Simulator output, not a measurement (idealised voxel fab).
process module | voxel self aligned contacts
cross-section cut | 255 nm wide | cells 5 nm
A cross-section is a grid of square cells, given in bands from the top down. A band is one or more rows of cells.
Each band's line starts with the height of the band's top and of its bottom, in nm. Then come its materials from left to right, each with its width in nm. One material with "throughout" fills the band from edge to edge. "air" is empty space.
Height 0 is the level under which the wafer as received is all one material. The lowest band goes on downwards, as in "0 down".
A width such as "30 to 40" changes by the same amount from each row of cells to the next, from the band's top row to its bottom row.
"no change" after a step means that no cell of the cross-section changed.
closed voids: empty space of 8 cells or more with no open way to the top, each as width x height at its distance from the left edge, in nm
after a step's settings: what the simulator itself notes on the step
overlay nm, on a step with a mask: how far to the right of its planned place the mask lay; to the left if negative
plan
1 op RECEIVE | material Si
2 op OXIDIZE | depth nm 5
3 op DIRECTIONAL_DEP | material polySi | thk nm 20
4 op DIRECTIONAL_DEP | material SiN | thk nm 25
5 op DIRECTIONAL_DEP | material aC | thk nm 10
6 op PATTERN | tone cover | mask id GATE | material resist | width nm 30 | pitch nm 65 | thk nm 25 | overlay nm 0
7 op DIRECTIONAL_ETCH | etch materials aC | depth nm 10
8 op STRIP | etch materials resist
9 op DIRECTIONAL_ETCH | etch materials SiN | depth nm 25
10 op DIRECTIONAL_ETCH | etch materials polySi | depth nm 20
11 op STRIP | etch materials aC
12 op CONFORMAL_DEP | material SiN | thk nm 10
13 op DIRECTIONAL_ETCH | etch materials SiN | depth nm 10
14 op FILL_DEP | material SiO2 | thk nm 10
15 op CMP | height nm 50
16 op MASKED_ETCH | tone open | mask id CONTACT | width nm 45 | etch materials SiO2 | depth nm 55 | overlay nm 0
17 op CONFORMAL_DEP | material TiN | thk nm 5
18 op FILL_DEP | material Ru | thk nm 5
19 op CMP | height nm 50
20 op CONFORMAL_DEP | material SiCN | thk nm 5
as received, after step 1
  0 down: Si throughout
  closed voids: none
a wafer at the end: this start, this plan, one mistake
  55 to 50: SiCN throughout
  50 to 45: SiO2 105 | SiN 20 | Ru 5 | SiN 20 | SiO2 105
  45 to 20: SiO2 70 | SiN 55 | Ru 5 | SiN 55 | SiO2 70
  20 to 0: SiO2 70 | SiN 10 | polySi 30 | SiN 15 | Ru 5 | SiN 15 | polySi 30 | SiN 10 | SiO2 70
  0 to -5: SiO2 120 | SiN 15 | SiO2 120
  -5 down: Si throughout
  closed voids: none
what went wrong: step 17 ran as: op CONFORMAL_DEP | material SiN | thk nm 5
